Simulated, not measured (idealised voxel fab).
The document below concerns the process module designated voxel wiring stack.
For reference, the cross-section in this document is cut, with width 225 nm and square cells of 5 nm.
When this document writes out a cross-section, it uses a grid of square cells and lists it as bands, beginning at the top and moving down, with a band standing for one or more rows of cells. First you get the band's top height and its bottom height, in nm, and then the materials it's made of, left to right, with each width in nm. If you see a single material with "throughout", that one covers the band edge to edge. "blank" is empty space. For the purposes of this specification, 0 denotes the height below which the wafer in its as-received condition is composed wholly of one material, and the lowermost band, lacking a lower limit, extends downward without end, as expressed in "0 -> down". Graded width ("30..40"): value in top row of band = first number; value in bottom row = second number; row-to-row change constant. "no modification" (step): cross-section cells unchanged, all of them. For the entry "Enclosed voids", the listed items are empty spaces with no open way to the top whose size is 8 cells or more; each item follows the pattern width x height at distance, where distance is from the left edge and all three are in nm. On each step's line, the part that comes after the settings is the simulator's own comment on the step. "overlay nm" answers the question of how far to the right of plan the mask lay on a step that has a mask, and when it is negative the answer is to the left. Pairs from here to the end. Each: cross-section before one process step, cross-section after it, the latter only as far down as the lowest band that changed. Under each: the step between, and its settings. Mind that the pairs may be taken from different runs of this module on the same starting wafer; whether a pair continues from the pair above depends on its entry headed "Before-step section", and it does only where that entry says so.
Before-step section
* 155 -> 140  50 resist; 20 blank; 15 resist; 20 blank; 15 resist; 20 blank; 15 resist; 20 blank; 50 resist
* 140 -> 105  50 SiO2; 15 blank; 20 SiO2; 15 blank; 20 SiO2; 15 blank; 20 SiO2; 15 blank; 55 SiO2
* 105 -> 100  SiCN throughout
* 100 -> 75  45 SiO2; 5 SiCN; 20 W; 5 SiCN; 5 SiO2; 5 SiCN; 20 W; 5 SiCN; 5 SiO2; 5 SiCN; 20 W; 5 SiCN; 5 SiO2; 5 SiCN; 20 W; 5 SiCN; 45 SiO2
* 75 -> 70  50 SiCN; 20 TiN; 15 SiCN; 20 TiN; 15 SiCN; 20 TiN; 15 SiCN; 20 TiN; 50 SiCN
* 70 -> 50  50 lowk; 15 Ru; 20 lowk; 15 Ru; 20 lowk; 15 Ru; 20 lowk; 15 Ru; 55 lowk
* 50 -> 45  50 SiCN; 15 Ru; 20 SiCN; 15 Ru; 20 SiCN; 15 Ru; 20 SiCN; 15 Ru; 55 SiCN
* 45 -> 35  50 lowk; 5 TiN; 10 Cu; 5 TiN; 15 lowk; 5 TiN; 10 Cu; 5 TiN; 15 lowk; 5 TiN; 10 Cu; 5 TiN; 15 lowk; 5 TiN; 10 Cu; 5 TiN; 50 lowk
* 35 -> 30  50 SiN; 20 TiN; 15 SiN; 20 TiN; 15 SiN; 20 TiN; 15 SiN; 20 TiN; 50 SiN
* 30 -> 0  SiO2 throughout
* 0 -> down  Si throughout
* Enclosed voids: none
Cross-Section After Step
* 155 -> 140  50 resist; 20 blank; 15 resist; 20 blank; 15 resist; 20 blank; 15 resist; 20 blank; 50 resist
* 140 -> 120  50 SiO2; 20 blank; 15 SiO2; 20 blank; 15 SiO2; 20 blank; 15 SiO2; 20 blank; 50 SiO2
* Below 120, the layers are the same as they were.
* Enclosed voids: none
The two cross-sections above are separated by a single process step, namely DIRECTIONAL_ETCH with etch materials SiO2, depth nm 20
Before-step section: no separate figure, the pair right above already shows it after its step.
Cross-Section After Step
* 155 -> 140  50 resist; 20 blank; 15 resist; 20 blank; 15 resist; 20 blank; 15 resist; 20 blank; 50 resist
* 140 -> 120  50 SiO2; 20 blank; 15 SiO2; 20 blank; 15 SiO2; 20 blank; 15 SiO2; 20 blank; 50 SiO2
* 120 -> 105  50 SiO2; 15 blank; 20 SiO2; 15 blank; 20 SiO2; 15 blank; 20 SiO2; 15 blank; 55 SiO2
* 105 -> 100  50 SiCN; 15 blank; 20 SiCN; 15 blank; 20 SiCN; 15 blank; 20 SiCN; 15 blank; 55 SiCN
* Below 100, the layers are the same as they were.
* Enclosed voids: none
The two cross-sections above are separated by a single process step, namely DIRECTIONAL_ETCH with etch materials SiCN, depth nm 5
Before-step section: no separate figure, the pair right above already shows it after its step.
Cross-Section After Step
* 140 -> 120  50 SiO2; 20 blank; 15 SiO2; 20 blank; 15 SiO2; 20 blank; 15 SiO2; 20 blank; 50 SiO2
* Below 120, the layers are the same as they were.
* Enclosed voids: none
The two cross-sections above are separated by a single process step, namely STRIP with etch materials resist
Before-step section: no separate figure, the pair right above already shows it after its step.
Cross-Section After Step
* 145 -> 140  55 TiN; 10 blank; 25 TiN; 10 blank; 25 TiN; 10 blank; 25 TiN; 10 blank; 55 TiN
* 140 -> 125  50 SiO2; 5 TiN; 10 blank; 5 TiN; 15 SiO2; 5 TiN; 10 blank; 5 TiN; 15 SiO2; 5 TiN; 10 blank; 5 TiN; 15 SiO2; 5 TiN; 10 blank; 5 TiN; 50 SiO2
* 125 -> 120  50 SiO2; 5 TiN; 5 blank; 10 TiN; 15 SiO2; 5 TiN; 5 blank; 10 TiN; 15 SiO2; 5 TiN; 5 blank; 10 TiN; 15 SiO2; 5 TiN; 5 blank; 10 TiN; 50 SiO2
* 120 -> 105  50 SiO2; 5 TiN; 5 blank; 5 TiN; 20 SiO2; 5 TiN; 5 blank; 5 TiN; 20 SiO2; 5 TiN; 5 blank; 5 TiN; 20 SiO2; 5 TiN; 5 blank; 5 TiN; 55 SiO2
* 105 -> 100  50 SiCN; 15 TiN; 20 SiCN; 15 TiN; 20 SiCN; 15 TiN; 20 SiCN; 15 TiN; 55 SiCN
* Below 100, the layers are the same as they were.
* Enclosed voids: none
The two cross-sections above are separated by a single process step, namely CONFORMAL_DEP with material TiN, thk nm 5
Before-step section: no separate figure, the pair right above already shows it after its step.
Cross-Section After Step
* 150 -> 145  Cu throughout
* 145 -> 140  55 TiN; 10 Cu; 25 TiN; 10 Cu; 25 TiN; 10 Cu; 25 TiN; 10 Cu; 55 TiN
* 140 -> 125  50 SiO2; 5 TiN; 10 Cu; 5 TiN; 15 SiO2; 5 TiN; 10 Cu; 5 TiN; 15 SiO2; 5 TiN; 10 Cu; 5 TiN; 15 SiO2; 5 TiN; 10 Cu; 5 TiN; 50 SiO2
* 125 -> 120  50 SiO2; 5 TiN; 5 Cu; 10 TiN; 15 SiO2; 5 TiN; 5 Cu; 10 TiN; 15 SiO2; 5 TiN; 5 Cu; 10 TiN; 15 SiO2; 5 TiN; 5 Cu; 10 TiN; 50 SiO2
* 120 -> 105  50 SiO2; 5 TiN; 5 Cu; 5 TiN; 20 SiO2; 5 TiN; 5 Cu; 5 TiN; 20 SiO2; 5 TiN; 5 Cu; 5 TiN; 20 SiO2; 5 TiN; 5 Cu; 5 TiN; 55 SiO2
* Below 105, the layers are the same as they were.
* Enclosed voids: none
The two cross-sections above are separated by a single process step, namely FILL_DEP with material Cu, thk nm 5
Before-step section: no separate figure, the pair right above already shows it after its step.
Cross-Section After Step
* 140 -> 125  50 SiO2; 5 TiN; 10 Cu; 5 TiN; 15 SiO2; 5 TiN; 10 Cu; 5 TiN; 15 SiO2; 5 TiN; 10 Cu; 5 TiN; 15 SiO2; 5 TiN; 10 Cu; 5 TiN; 50 SiO2
* Below 125, the layers are the same as they were.
* Enclosed voids: none
The two cross-sections above are separated by a single process step, namely CMP with height nm 140
Before-step section: no separate figure, the pair right above already shows it after its step.
Cross-Section After Step
* 145 -> 140  SiCN throughout
* Below 140, the layers are the same as they were.
* Enclosed voids: none
The two cross-sections above are separated by a single process step, namely CONFORMAL_DEP with material SiCN, thk nm 5
Before-step section: no separate figure, the pair right above already shows it after its step.
Cross-Section After Step
* 160 -> 145  lowk throughout
* Below 145, the layers are the same as they were.
* Enclosed voids: none
The two cross-sections above are separated by a single process step, namely DIRECTIONAL_DEP with material lowk, thk nm 15
Before-step section: no separate figure, the pair right above already shows it after its step.
Cross-Section After Step
* 170 -> 160  aC throughout
* Below 160, the layers are the same as they were.
* Enclosed voids: none
The two cross-sections above are separated by a single process step, namely DIRECTIONAL_DEP with material aC, thk nm 10
Before-step section: no separate figure, the pair right above already shows it after its step.
Cross-Section After Step
* 200 -> 170  50 resist; 15 blank; 20 resist; 15 blank; 20 resist; 15 blank; 20 resist; 15 blank; 55 resist
* Below 170, the layers are the same as they were.
* Enclosed voids: none
The two cross-sections above are separated by a single process step, namely PATTERN with tone open, mask id PLUG_3, material resist, width nm 15, pitch nm 35, thk nm 30, overlay nm 0
Before-step section: no separate figure, the pair right above already shows it after its step.
Cross-Section After Step
* 190 -> 170  50 resist; 15 blank; 20 resist; 15 blank; 20 resist; 15 blank; 20 resist; 15 blank; 55 resist
* 170 -> 160  50 aC; 15 blank; 20 aC; 15 blank; 20 aC; 15 blank; 20 aC; 15 blank; 55 aC
* Below 160, the layers are the same as they were.
* Enclosed voids: none
The two cross-sections above are separated by a single process step, namely DIRECTIONAL_ETCH with etch materials aC, depth nm 10
Before-step section: no separate figure, the pair right above already shows it after its step.
Cross-Section After Step
* 170 -> 160  50 aC; 15 blank; 20 aC; 15 blank; 20 aC; 15 blank; 20 aC; 15 blank; 55 aC
* Below 160, the layers are the same as they were.
* Enclosed voids: none
The two cross-sections above are separated by a single process step, namely STRIP with etch materials resist
Before-step section: no separate figure, the pair right above already shows it after its step.
Cross-Section After Step
* 170 -> 160  50 aC; 15 blank; 20 aC; 15 blank; 20 aC; 15 blank; 20 aC; 15 blank; 55 aC
* 160 -> 145  50 lowk; 15 blank; 20 lowk; 15 blank; 20 lowk; 15 blank; 20 lowk; 15 blank; 55 lowk
* Below 145, the layers are the same as they were.
* Enclosed voids: none
The two cross-sections above are separated by a single process step, namely DIRECTIONAL_ETCH with etch materials lowk, depth nm 15
Before-step section: no separate figure, the pair right above already shows it after its step.
Cross-Section After Step
* 170 -> 160  50 aC; 15 blank; 20 aC; 15 blank; 20 aC; 15 blank; 20 aC; 15 blank; 55 aC
* 160 -> 145  50 lowk; 15 blank; 20 lowk; 15 blank; 20 lowk; 15 blank; 20 lowk; 15 blank; 55 lowk
* 145 -> 140  50 SiCN; 15 blank; 20 SiCN; 15 blank; 20 SiCN; 15 blank; 20 SiCN; 15 blank; 55 SiCN
* Below 140, the layers are the same as they were.
* Enclosed voids: none
The two cross-sections above are separated by a single process step, namely DIRECTIONAL_ETCH with etch materials SiCN, depth nm 5
Before-step section: no separate figure, the pair right above already shows it after its step.
Cross-Section After Step
* 160 -> 145  50 lowk; 15 blank; 20 lowk; 15 blank; 20 lowk; 15 blank; 20 lowk; 15 blank; 55 lowk
* Below 145, the layers are the same as they were.
* Enclosed voids: none
The two cross-sections above are separated by a single process step, namely STRIP with etch materials aC
Before-step section: no separate figure, the pair right above already shows it after its step.
Cross-Section After Step
* 160 -> 150  50 lowk; 15 blank; 20 lowk; 15 blank; 20 lowk; 15 blank; 20 lowk; 15 blank; 55 lowk
* 150 -> 145  50 lowk; 15 Ru; 20 lowk; 15 Ru; 20 lowk; 15 Ru; 20 lowk; 15 Ru; 55 lowk
* 145 -> 140  50 SiCN; 15 Ru; 20 SiCN; 15 Ru; 20 SiCN; 15 Ru; 20 SiCN; 15 Ru; 55 SiCN
* Below 140, the layers are the same as they were.
* Enclosed voids: none
The two cross-sections above are separated by a single process step, namely EPI with material Ru, thk nm 10
Before-step section: no separate figure, the pair right above already shows it after its step.
Cross-Section After Step
* 160 -> 145  50 lowk; 15 Ru; 20 lowk; 15 Ru; 20 lowk; 15 Ru; 20 lowk; 15 Ru; 55 lowk
* Below 145, the layers are the same as they were.
* Enclosed voids: none
The two cross-sections above are separated by a single process step, namely EPI with material Ru, thk nm 10
Before-step section: no separate figure, the pair right above already shows it after its step.
Cross-Section After Step
* 165 -> 160  SiCN throughout
* Below 160, the layers are the same as they were.
* Enclosed voids: none
The two cross-sections above are separated by a single process step, namely CONFORMAL_DEP with material SiCN, thk nm 5
Before-step section: no separate figure, the pair right above already shows it after its step.
Cross-Section After Step
* 185 -> 165  lowk throughout
* Below 165, the layers are the same as they were.
* Enclosed voids: none
The two cross-sections above are separated by a single process step, namely DIRECTIONAL_DEP with material lowk, thk nm 20
Before-step section: no separate figure, the pair right above already shows it after its step.
Cross-Section After Step
* 200 -> 185  50 resist; 20 blank; 15 resist; 20 blank; 15 resist; 20 blank; 15 resist; 20 blank; 50 resist
* Below 185, the layers are the same as they were.
* Enclosed voids: none
The two cross-sections above are separated by a single process step, namely PATTERN with tone open, mask id METAL_4, material resist, width nm 20, pitch nm 35, thk nm 15, overlay nm 0
Before-step section: no separate figure, the pair right above already shows it after its step.
Cross-Section After Step
* 200 -> 185  50 resist; 20 blank; 15 resist; 20 blank; 15 resist; 20 blank; 15 resist; 20 blank; 50 resist
* 185 -> 165  50 lowk; 20 blank; 15 lowk; 20 blank; 15 lowk; 20 blank; 15 lowk; 20 blank; 50 lowk
* Below 165, the layers are the same as they were.
* Enclosed voids: none
The two cross-sections above are separated by a single process step, namely DIRECTIONAL_ETCH with etch materials lowk, depth nm 20
Before-step section: no separate figure, the pair right above already shows it after its step.
Cross-Section After Step
* 200 -> 185  50 resist; 20 blank; 15 resist; 20 blank; 15 resist; 20 blank; 15 resist; 20 blank; 50 resist
* 185 -> 165  50 lowk; 20 blank; 15 lowk; 20 blank; 15 lowk; 20 blank; 15 lowk; 20 blank; 50 lowk
* 165 -> 160  50 SiCN; 20 blank; 15 SiCN; 20 blank; 15 SiCN; 20 blank; 15 SiCN; 20 blank; 50 SiCN
* Below 160, the layers are the same as they were.
* Enclosed voids: none
The two cross-sections above are separated by a single process step, namely DIRECTIONAL_ETCH with etch materials SiCN, depth nm 5
Before-step section: no separate figure, the pair right above already shows it after its step.
Cross-Section After Step
* 185 -> 165  50 lowk; 20 blank; 15 lowk; 20 blank; 15 lowk; 20 blank; 15 lowk; 20 blank; 50 lowk
* Below 165, the layers are the same as they were.
* Enclosed voids: none
The two cross-sections above are separated by a single process step, namely STRIP with etch materials resist
Before-step section: no separate figure, the pair right above already shows it after its step.
Cross-Section After Step
* 190 -> 185  55 TiN; 10 blank; 25 TiN; 10 blank; 25 TiN; 10 blank; 25 TiN; 10 blank; 55 TiN
* 185 -> 165  50 lowk; 5 TiN; 10 blank; 5 TiN; 15 lowk; 5 TiN; 10 blank; 5 TiN; 15 lowk; 5 TiN; 10 blank; 5 TiN; 15 lowk; 5 TiN; 10 blank; 5 TiN; 50 lowk
* 165 -> 160  50 SiCN; 20 TiN; 15 SiCN; 20 TiN; 15 SiCN; 20 TiN; 15 SiCN; 20 TiN; 50 SiCN
* Below 160, the layers are the same as they were.
* Enclosed voids: none
The two cross-sections above are separated by a single process step, namely CONFORMAL_DEP with material TiN, thk nm 5
Before-step section: no separate figure, the pair right above already shows it after its step.
Cross-Section After Step
* 195 -> 190  Cu throughout
* 190 -> 185  55 TiN; 10 Cu; 25 TiN; 10 Cu; 25 TiN; 10 Cu; 25 TiN; 10 Cu; 55 TiN
* 185 -> 165  50 lowk; 5 TiN; 10 Cu; 5 TiN; 15 lowk; 5 TiN; 10 Cu; 5 TiN; 15 lowk; 5 TiN; 10 Cu; 5 TiN; 15 lowk; 5 TiN; 10 Cu; 5 TiN; 50 lowk
* Below 165, the layers are the same as they were.
* Enclosed voids: none
The two cross-sections above are separated by a single process step, namely FILL_DEP with material Cu, thk nm 5
Before-step section: no separate figure, the pair right above already shows it after its step.
Cross-Section After Step
* 185 -> 165  50 lowk; 5 TiN; 10 Cu; 5 TiN; 15 lowk; 5 TiN; 10 Cu; 5 TiN; 15 lowk; 5 TiN; 10 Cu; 5 TiN; 15 lowk; 5 TiN; 10 Cu; 5 TiN; 50 lowk
* Below 165, the layers are the same as they were.
* Enclosed voids: none
The two cross-sections above are separated by a single process step, namely CMP with height nm 185
Before-step section: no separate figure, the pair right above already shows it after its step.
Cross-Section After Step
* 190 -> 185  SiN throughout
* Below 185, the layers are the same as they were.
* Enclosed voids: none
The two cross-sections above are separated by a single process step, namely CONFORMAL_DEP with material SiN, thk nm 5
Before-step section
* 15 -> 0  SiO2 throughout
* 0 -> down  Si throughout
* Enclosed voids: none
Cross-Section After Step
* 40 -> 15  lowk throughout
* Below 15, the layers are the same as they were.
* Enclosed voids: none
The two cross-sections above are separated by a single process step, namely DIRECTIONAL_DEP with material lowk, thk nm 25
Before-step section: no separate figure, the pair right above already shows it after its step.
Cross-Section After Step
* 45 -> 40  SiN throughout
* Below 40, the layers are the same as they were.
* Enclosed voids: none
The two cross-sections above are separated by a single process step, namely CONFORMAL_DEP with material SiN, thk nm 5
Before-step section: no separate figure, the pair right above already shows it after its step.
Cross-Section After Step
* 45 -> 40  50 SiN; 20 blank; 15 SiN; 20 blank; 15 SiN; 20 blank; 15 SiN; 20 blank; 50 SiN
* Below 40, the layers are the same as they were.
* Enclosed voids: none
The two cross-sections above are separated by a single process step, namely MASKED_ETCH with tone open, mask id METAL_1, width nm 20, pitch nm 35, etch materials SiN, depth nm 5, overlay nm 0
Before-step section: no separate figure, the pair right above already shows it after its step.
Cross-Section After Step
* 50 -> 45  55 TiN; 10 blank; 25 TiN; 10 blank; 25 TiN; 10 blank; 25 TiN; 10 blank; 55 TiN
* 45 -> 40  50 SiN; 20 TiN; 15 SiN; 20 TiN; 15 SiN; 20 TiN; 15 SiN; 20 TiN; 50 SiN
* Below 40, the layers are the same as they were.
* Enclosed voids: none
The two cross-sections above are separated by a single process step, namely CONFORMAL_DEP with material TiN, thk nm 5
Before-step section: no separate figure, the pair right above already shows it after its step.
Cross-Section After Step
* 55 -> 50  Cu throughout
* 50 -> 45  55 TiN; 10 Cu; 25 TiN; 10 Cu; 25 TiN; 10 Cu; 25 TiN; 10 Cu; 55 TiN
* Below 45, the layers are the same as they were.
* Enclosed voids: none
The two cross-sections above are separated by a single process step, namely FILL_DEP with material Cu, thk nm 5
Before-step section: no separate figure, the pair right above already shows it after its step.
Cross-Section After Step
* 45 -> 40  50 SiN; 20 TiN; 15 SiN; 20 TiN; 15 SiN; 20 TiN; 15 SiN; 20 TiN; 50 SiN
* Below 40, the layers are the same as they were.
* Enclosed voids: none
The two cross-sections above are separated by a single process step, namely CMP with height nm 45
Before-step section: no separate figure, the pair right above already shows it after its step.
Cross-Section After Step
* 50 -> 45  SiCN throughout
* Below 45, the layers are the same as they were.
* Enclosed voids: none
The two cross-sections above are separated by a single process step, namely CONFORMAL_DEP with material SiCN, thk nm 5
Before-step section: no separate figure, the pair right above already shows it after its step.
Cross-Section After Step
* 70 -> 50  lowk throughout
* Below 50, the layers are the same as they were.
* Enclosed voids: none
The two cross-sections above are separated by a single process step, namely DIRECTIONAL_DEP with material lowk, thk nm 20
Before-step section: no separate figure, the pair right above already shows it after its step.
Cross-Section After Step
* 85 -> 70  aC throughout
* Below 70, the layers are the same as they were.
* Enclosed voids: none
The two cross-sections above are separated by a single process step, namely DIRECTIONAL_DEP with material aC, thk nm 15
Before-step section: no separate figure, the pair right above already shows it after its step.
Cross-Section After Step
* 120 -> 85  50 resist; 15 blank; 20 resist; 15 blank; 20 resist; 15 blank; 20 resist; 15 blank; 55 resist
* Below 85, the layers are the same as they were.
* Enclosed voids: none
The two cross-sections above are separated by a single process step, namely PATTERN with tone open, mask id PLUG_1, material resist, width nm 15, pitch nm 35, thk nm 35, overlay nm 0
Before-step section: no separate figure, the pair right above already shows it after its step.
Cross-Section After Step
* 105 -> 85  50 resist; 15 blank; 20 resist; 15 blank; 20 resist; 15 blank; 20 resist; 15 blank; 55 resist
* 85 -> 70  50 aC; 15 blank; 20 aC; 15 blank; 20 aC; 15 blank; 20 aC; 15 blank; 55 aC
* Below 70, the layers are the same as they were.
* Enclosed voids: none
The two cross-sections above are separated by a single process step, namely DIRECTIONAL_ETCH with etch materials aC, depth nm 15
Before-step section: no separate figure, the pair right above already shows it after its step.
Cross-Section After Step
* 85 -> 70  50 aC; 15 blank; 20 aC; 15 blank; 20 aC; 15 blank; 20 aC; 15 blank; 55 aC
* Below 70, the layers are the same as they were.
* Enclosed voids: none
The two cross-sections above are separated by a single process step, namely STRIP with etch materials resist
Before-step section: no separate figure, the pair right above already shows it after its step.
Cross-Section After Step
* 85 -> 70  50 aC; 15 blank; 20 aC; 15 blank; 20 aC; 15 blank; 20 aC; 15 blank; 55 aC
* 70 -> 50  50 lowk; 15 blank; 20 lowk; 15 blank; 20 lowk; 15 blank; 20 lowk; 15 blank; 55 lowk
* Below 50, the layers are the same as they were.
* Enclosed voids: none
The two cross-sections above are separated by a single process step, namely DIRECTIONAL_ETCH with etch materials lowk, depth nm 20
Before-step section: no separate figure, the pair right above already shows it after its step.
Cross-Section After Step
* 85 -> 70  50 aC; 15 blank; 20 aC; 15 blank; 20 aC; 15 blank; 20 aC; 15 blank; 55 aC
* 70 -> 50  50 lowk; 15 blank; 20 lowk; 15 blank; 20 lowk; 15 blank; 20 lowk; 15 blank; 55 lowk
* 50 -> 45  50 SiCN; 15 blank; 20 SiCN; 15 blank; 20 SiCN; 15 blank; 20 SiCN; 15 blank; 55 SiCN
* Below 45, the layers are the same as they were.
* Enclosed voids: none
The two cross-sections above are separated by a single process step, namely DIRECTIONAL_ETCH with etch materials SiCN, depth nm 5
Before-step section: no separate figure, the pair right above already shows it after its step.
Cross-Section After Step
* 70 -> 50  50 lowk; 15 blank; 20 lowk; 15 blank; 20 lowk; 15 blank; 20 lowk; 15 blank; 55 lowk
* Below 50, the layers are the same as they were.
* Enclosed voids: none
The two cross-sections above are separated by a single process step, namely STRIP with etch materials aC
Before-step section: no separate figure, the pair right above already shows it after its step.
Cross-Section After Step
* 70 -> 55  50 lowk; 15 blank; 20 lowk; 15 blank; 20 lowk; 15 blank; 20 lowk; 15 blank; 55 lowk
* 55 -> 50  50 lowk; 15 Ru; 20 lowk; 15 Ru; 20 lowk; 15 Ru; 20 lowk; 15 Ru; 55 lowk
* 50 -> 45  50 SiCN; 15 Ru; 20 SiCN; 15 Ru; 20 SiCN; 15 Ru; 20 SiCN; 15 Ru; 55 SiCN
* Below 45, the layers are the same as they were.
* Enclosed voids: none
The two cross-sections above are separated by a single process step, namely EPI with material Ru, thk nm 10
Before-step section: no separate figure, the pair right above already shows it after its step.
Cross-Section After Step
* 70 -> 65  50 lowk; 15 blank; 20 lowk; 15 blank; 20 lowk; 15 blank; 20 lowk; 15 blank; 55 lowk
* 65 -> 50  50 lowk; 15 Ru; 20 lowk; 15 Ru; 20 lowk; 15 Ru; 20 lowk; 15 Ru; 55 lowk
* Below 50, the layers are the same as they were.
* Enclosed voids: none
The two cross-sections above are separated by a single process step, namely EPI with material Ru, thk nm 10
Before-step section: no separate figure, the pair right above already shows it after its step.
Cross-Section After Step
* 70 -> 50  50 lowk; 15 Ru; 20 lowk; 15 Ru; 20 lowk; 15 Ru; 20 lowk; 15 Ru; 55 lowk
* Below 50, the layers are the same as they were.
* Enclosed voids: none
The two cross-sections above are separated by a single process step, namely EPI with material Ru, thk nm 5
Before-step section: no separate figure, the pair right above already shows it after its step.
Cross-Section After Step
* 75 -> 70  TiN throughout
* Below 70, the layers are the same as they were.
* Enclosed voids: none
The two cross-sections above are separated by a single process step, namely DIRECTIONAL_DEP with material TiN, thk nm 5
Before-step section: no separate figure, the pair right above already shows it after its step.
Cross-Section After Step
* 100 -> 75  W throughout
* Below 75, the layers are the same as they were.
* Enclosed voids: none
The two cross-sections above are separated by a single process step, namely DIRECTIONAL_DEP with material W, thk nm 25
Before-step section: no separate figure, the pair right above already shows it after its step.
Cross-Section After Step
* 100 -> 75  50 blank; 20 W; 15 blank; 20 W; 15 blank; 20 W; 15 blank; 20 W; 50 blank
* Below 75, the layers are the same as they were.
* Enclosed voids: none
The two cross-sections above are separated by a single process step, namely MASKED_ETCH with tone cover, mask id METAL_2, width nm 20, pitch nm 35, etch materials W, depth nm 25, overlay nm 0
Before-step section: no separate figure, the pair right above already shows it after its step.
Cross-Section After Step
* 100 -> 75  50 blank; 20 W; 15 blank; 20 W; 15 blank; 20 W; 15 blank; 20 W; 50 blank
* 75 -> 70  50 blank; 20 TiN; 15 blank; 20 TiN; 15 blank; 20 TiN; 15 blank; 20 TiN; 50 blank
* Below 70, the layers are the same as they were.
* Enclosed voids: none
The two cross-sections above are separated by a single process step, namely MASKED_ETCH with tone cover, mask id METAL_2, width nm 20, pitch nm 35, etch materials TiN, depth nm 5, overlay nm 0
Before-step section: no separate figure, the pair right above already shows it after its step.
Cross-Section After Step
* 105 -> 100  45 blank; 30 SiCN; 5 blank; 30 SiCN; 5 blank; 30 SiCN; 5 blank; 30 SiCN; 45 blank
* 100 -> 75  45 blank; 5 SiCN; 20 W; 5 SiCN; 5 blank; 5 SiCN; 20 W; 5 SiCN; 5 blank; 5 SiCN; 20 W; 5 SiCN; 5 blank; 5 SiCN; 20 W; 5 SiCN; 45 blank
* 75 -> 70  50 SiCN; 20 TiN; 15 SiCN; 20 TiN; 15 SiCN; 20 TiN; 15 SiCN; 20 TiN; 50 SiCN
* Below 70, the layers are the same as they were.
* Enclosed voids: none
The two cross-sections above are separated by a single process step, namely CONFORMAL_DEP with material SiCN, thk nm 5
Before-step section: no separate figure, the pair right above already shows it after its step.
Cross-Section After Step
* 115 -> 105  SiO2 throughout
* 105 -> 100  45 SiO2; 30 SiCN; 5 SiO2; 30 SiCN; 5 SiO2; 30 SiCN; 5 SiO2; 30 SiCN; 45 SiO2
* 100 -> 75  45 SiO2; 5 SiCN; 20 W; 5 SiCN; 5 SiO2; 5 SiCN; 20 W; 5 SiCN; 5 SiO2; 5 SiCN; 20 W; 5 SiCN; 5 SiO2; 5 SiCN; 20 W; 5 SiCN; 45 SiO2
* Below 75, the layers are the same as they were.
* Enclosed voids: none
The two cross-sections above are separated by a single process step, namely FILL_DEP with material SiO2, thk nm 10
Before-step section: no separate figure, the pair right above already shows it after its step.
Cross-Section After Step
* 100 -> 75  45 SiO2; 5 SiCN; 20 W; 5 SiCN; 5 SiO2; 5 SiCN; 20 W; 5 SiCN; 5 SiO2; 5 SiCN; 20 W; 5 SiCN; 5 SiO2; 5 SiCN; 20 W; 5 SiCN; 45 SiO2
* Below 75, the layers are the same as they were.
* Enclosed voids: none
The two cross-sections above are separated by a single process step, namely CMP with height nm 100
Before-step section: no separate figure, the pair right above already shows it after its step.
Cross-Section After Step
* 105 -> 100  SiCN throughout
* Below 100, the layers are the same as they were.
* Enclosed voids: none
The two cross-sections above are separated by a single process step, namely CONFORMAL_DEP with material SiCN, thk nm 5
Before-step section: no separate figure, the pair right above already shows it after its step.
Cross-Section After Step
* 140 -> 105  SiO2 throughout
* Below 105, the layers are the same as they were.
* Enclosed voids: none
The two cross-sections above are separated by a single process step, namely DIRECTIONAL_DEP with material SiO2, thk nm 35
Before-step section: no separate figure, the pair right above already shows it after its step.
Cross-Section After Step
* 140 -> 105  50 SiO2; 15 blank; 20 SiO2; 15 blank; 20 SiO2; 15 blank; 20 SiO2; 15 blank; 55 SiO2
* Below 105, the layers are the same as they were.
* Enclosed voids: none
The two cross-sections above are separated by a single process step, namely MASKED_ETCH with tone open, mask id METAL_3_HOLES, width nm 15, pitch nm 35, etch materials SiO2, depth nm 35, overlay nm 0
Before-step section: no separate figure, the pair right above already shows it after its step.
Cross-Section After Step
* 155 -> 140  50 resist; 20 blank; 15 resist; 20 blank; 15 resist; 20 blank; 15 resist; 20 blank; 50 resist
* Below 140, the layers are the same as they were.
* Enclosed voids: none
The two cross-sections above are separated by a single process step, namely PATTERN with tone open, mask id METAL_3, material resist, width nm 20, pitch nm 35, thk nm 15, overlay nm 0
Before-step section: no separate figure, the pair right above already shows it after its step.
Cross-Section After Step
* 155 -> 140  50 resist; 20 blank; 15 resist; 20 blank; 15 resist; 20 blank; 15 resist; 20 blank; 50 resist
* 140 -> 120  50 SiO2; 20 blank; 15 SiO2; 20 blank; 15 SiO2; 20 blank; 15 SiO2; 20 blank; 50 SiO2
* Below 120, the layers are the same as they were.
* Enclosed voids: none
The two cross-sections above are separated by a single process step, namely DIRECTIONAL_ETCH with etch materials SiO2, depth nm 20
Before-step section: no separate figure, the pair right above already shows it after its step.
Cross-Section After Step
* 155 -> 140  50 resist; 20 blank; 15 resist; 20 blank; 15 resist; 20 blank; 15 resist; 20 blank; 50 resist
* 140 -> 120  50 SiO2; 20 blank; 15 SiO2; 20 blank; 15 SiO2; 20 blank; 15 SiO2; 20 blank; 50 SiO2
* 120 -> 105  50 SiO2; 15 blank; 20 SiO2; 15 blank; 20 SiO2; 15 blank; 20 SiO2; 15 blank; 55 SiO2
* 105 -> 100  50 SiCN; 15 blank; 20 SiCN; 15 blank; 20 SiCN; 15 blank; 20 SiCN; 15 blank; 55 SiCN
* Below 100, the layers are the same as they were.
* Enclosed voids: none
The two cross-sections above are separated by a single process step, namely DIRECTIONAL_ETCH with etch materials SiCN, depth nm 5
Before-step section: no separate figure, the pair right above already shows it after its step.
Cross-Section After Step
* 140 -> 120  50 SiO2; 20 blank; 15 SiO2; 20 blank; 15 SiO2; 20 blank; 15 SiO2; 20 blank; 50 SiO2
* Below 120, the layers are the same as they were.
* Enclosed voids: none
The two cross-sections above are separated by a single process step, namely STRIP with etch materials resist
Before-step section: no separate figure, the pair right above already shows it after its step.
Cross-Section After Step
* 145 -> 140  55 TiN; 10 blank; 25 TiN; 10 blank; 25 TiN; 10 blank; 25 TiN; 10 blank; 55 TiN
* 140 -> 125  50 SiO2; 5 TiN; 10 blank; 5 TiN; 15 SiO2; 5 TiN; 10 blank; 5 TiN; 15 SiO2; 5 TiN; 10 blank; 5 TiN; 15 SiO2; 5 TiN; 10 blank; 5 TiN; 50 SiO2
* 125 -> 120  50 SiO2; 5 TiN; 5 blank; 10 TiN; 15 SiO2; 5 TiN; 5 blank; 10 TiN; 15 SiO2; 5 TiN; 5 blank; 10 TiN; 15 SiO2; 5 TiN; 5 blank; 10 TiN; 50 SiO2
* 120 -> 105  50 SiO2; 5 TiN; 5 blank; 5 TiN; 20 SiO2; 5 TiN; 5 blank; 5 TiN; 20 SiO2; 5 TiN; 5 blank; 5 TiN; 20 SiO2; 5 TiN; 5 blank; 5 TiN; 55 SiO2
* 105 -> 100  50 SiCN; 15 TiN; 20 SiCN; 15 TiN; 20 SiCN; 15 TiN; 20 SiCN; 15 TiN; 55 SiCN
* Below 100, the layers are the same as they were.
* Enclosed voids: none
The two cross-sections above are separated by a single process step, namely CONFORMAL_DEP with material TiN, thk nm 5
